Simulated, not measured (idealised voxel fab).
The process module that follows is named voxel transistor to metal.
Cross-sectional view cut (width: 150 nm; square cell size: 5 nm).
A cross-section is a grid of square cells, given in bands from the top down. A band is one or more rows of cells.
First you get the band's top height and its bottom height, in nm, and then the materials it's made of, left to right, with each width in nm. If you see a single material with "all across", that one covers the band edge to edge. "air" is empty space.
The reference from which all heights are counted is 0, the level beneath which the as-received wafer is entirely one material; the lowest band, having no lower bound, proceeds downward and is written after the example "from 0 down".
Note: "30 to 40" means the width goes from the first number (top row of the band) to the second number (bottom row) in equal steps per row of cells.
A step reported as "left unchanged" is a step in which no cell of the cross-section changed.
Heads up: "Closed void inventory" only lists the empty pockets with no open path to the top that are 8 cells or more, and it writes them as width x height at distance, distance from the left edge, in nm.
Step line, after settings: the simulator's comment on this step.
overlay nm: right-of-plan distance of the mask on a masked step; negative values mean left-of-plan.

Here's what the planned process steps look like
| 1 | RECEIVE (material Si) |
| 2 | OXIDIZE (depth nm 5) |
| 3 | CONFORMAL_DEP (material SiN; thk nm 10) |
| 4 | MASKED_ETCH (tone cover; mask id ACTIVE; width nm 95; etch materials SiN; depth nm 10; overlay nm 0) |
| 5 | MASKED_ETCH (tone cover; mask id ACTIVE; width nm 95; etch materials SiO2; depth nm 5; overlay nm 0) |
| 6 | MASKED_ETCH (tone cover; mask id ACTIVE; width nm 95; etch materials Si; depth nm 25; overlay nm 0) |
| 7 | FILL_DEP (material SiO2; thk nm 15) |
| 8 | CMP (height nm 10) |
| 9 | SELECTIVE_ETCH (etch materials SiO2; depth nm 10) |
| 10 | STRIP (etch materials SiN) |
| 11 | SELECTIVE_ETCH (etch materials SiO2; depth nm 5) |
| 12 | OXIDIZE (depth nm 5) |
| 13 | DIRECTIONAL_DEP (material polySi; thk nm 25) |
| 14 | DIRECTIONAL_DEP (material SiCN; thk nm 15) |
| 15 | PATTERN (tone cover; mask id GATE; material resist; width nm 25; thk nm 20; overlay nm 0) |
| 16 | DIRECTIONAL_ETCH (etch materials SiCN; depth nm 25) |
| 17 | DIRECTIONAL_ETCH (etch materials polySi; depth nm 35) |
| 18 | STRIP (etch materials resist) |
| 19 | CONFORMAL_DEP (material SiO2; thk nm 5) |
| 20 | DIRECTIONAL_ETCH (etch materials SiO2; depth nm 5) |
| 21 | CONFORMAL_DEP (material SiN; thk nm 5) |
| 22 | DIRECTIONAL_ETCH (etch materials SiN; depth nm 5) |
| 23 | DIRECTIONAL_ETCH (etch materials SiO2; depth nm 5) |
| 24 | DIRECTIONAL_ETCH (etch materials Si; depth nm 10) |
| 25 | EPI (material SiGe; thk nm 10) |
| 26 | FILL_DEP (material SiO2; thk nm 10) |
| 27 | CMP (height nm 35) |
| 28 | DIRECTIONAL_DEP (material SiO2; thk nm 10) |
| 29 | MASKED_ETCH (tone open; mask id CONTACT; width nm 25; pitch nm 60; etch materials SiO2; depth nm 55; overlay nm 0) |
| 30 | CONFORMAL_DEP (material TiN; thk nm 5) |
| 31 | FILL_DEP (material Ru; thk nm 5) |
| 32 | CMP (height nm 45) |
| 33 | DIRECTIONAL_DEP (material TiN; thk nm 5) |
| 34 | DIRECTIONAL_DEP (material Ru; thk nm 20) |
| 35 | PATTERN (tone cover; mask id METAL_1; material resist; width nm 15; pitch nm 70; thk nm 20; overlay nm 0) |
| 36 | DIRECTIONAL_ETCH (etch materials Ru; depth nm 20) |
| 37 | DIRECTIONAL_ETCH (etch materials TiN; depth nm 5) |
| 38 | STRIP (etch materials resist) |
| 39 | CONFORMAL_DEP (material SiN; thk nm 5) |
| 40 | FILL_DEP (material SiO2; thk nm 5) |
| 41 | CMP (height nm 70) |
| 42 | CONFORMAL_DEP (material SiN; thk nm 5) |

Cross-section: wafer on arrival = after step 1
  from 0 down = Si all across
  Closed void inventory: none

Cross-section, first of two wafers, end of module, run as planned
  from 75 to 70 = SiN all across
  from 70 to 50 = SiO2 25, SiN 5, Ru 15, SiN 5, SiO2 45, SiN 5, Ru 15, SiN 5, SiO2 30
  from 50 to 45 = SiN 30, TiN 15, SiN 55, TiN 15, SiN 35
  from 45 to 35 = SiO2 30, TiN 5, Ru 15 to 10, TiN 5 to 10, SiO2 35, TiN 5 to 10, Ru 15 to 10, TiN 5, SiO2 35
  from 35 to 20 = SiO2 30, TiN 5, Ru 10, TiN 5, SiN 5, SiO2 5, SiCN 25, SiO2 5, SiN 5, TiN 5, Ru 10, TiN 5, SiO2 35
  from 20 to 5 = SiO2 30, TiN 5, Ru 10, TiN 5, SiN 5, SiO2 5, polySi 25, SiO2 5, SiN 5, TiN 5, Ru 10, TiN 5, SiO2 35
  from 5 to 0 = SiO2 30, TiN 20, SiN 5, SiO2 5, polySi 25, SiO2 5, SiN 5, TiN 20, SiO2 35
  from 0 to -5 = SiO2 30, TiN 10, SiGe 10, SiN 5, SiO2 5, polySi 25, SiO2 5, SiN 5, SiGe 10, TiN 10, SiO2 35
  from -5 to -10 = SiO2 30, TiN 10, SiGe 10, SiO2 45, SiGe 10, TiN 10, SiO2 35
  from -10 to -20 = SiO2 25, SiGe 25, Si 45, SiGe 25, SiO2 30
  from -20 to -30 = SiO2 25, Si 95, SiO2 30
  from -30 down = Si all across
  Closed void inventory: none

This cross-section belongs to the second wafer of two at the end of the module; the start and the plan were shared with the first, and the run included one mistake
  from 75 to 70 = SiN all across
  from 70 to 50 = SiO2 15, SiN 5, Ru 15, SiN 5, SiO2 45, SiN 5, Ru 15, SiN 5, SiO2 40
  from 50 to 45 = SiN 20, TiN 15, SiN 55, TiN 15, SiN 45
  from 45 to 35 = SiO2 30, TiN 5, Ru 15 to 10, TiN 5 to 10, SiO2 35, TiN 5 to 10, Ru 15 to 10, TiN 5, SiO2 35
  from 35 to 20 = SiO2 30, TiN 5, Ru 10, TiN 5, SiN 5, SiO2 5, SiCN 25, SiO2 5, SiN 5, TiN 5, Ru 10, TiN 5, SiO2 35
  from 20 to 5 = SiO2 30, TiN 5, Ru 10, TiN 5, SiN 5, SiO2 5, polySi 25, SiO2 5, SiN 5, TiN 5, Ru 10, TiN 5, SiO2 35
  from 5 to 0 = SiO2 30, TiN 20, SiN 5, SiO2 5, polySi 25, SiO2 5, SiN 5, TiN 20, SiO2 35
  from 0 to -5 = SiO2 30, TiN 10, SiGe 10, SiN 5, SiO2 5, polySi 25, SiO2 5, SiN 5, SiGe 10, TiN 10, SiO2 35
  from -5 to -10 = SiO2 30, TiN 10, SiGe 10, SiO2 45, SiGe 10, TiN 10, SiO2 35
  from -10 to -20 = SiO2 25, SiGe 25, Si 45, SiGe 25, SiO2 30
  from -20 to -30 = SiO2 25, Si 95, SiO2 30
  from -30 down = Si all across
  Closed void inventory: none
In executing the process, a mistake was made relative to the plan: step 35 did not happen as planned, as run it was PATTERN (tone cover; mask id METAL_1; material resist; width nm 15; pitch nm 70; thk nm 20; overlay nm -10)
By the end, you'd get the same cell count for each material on either wafer, but the second wafer puts them somewhere else.
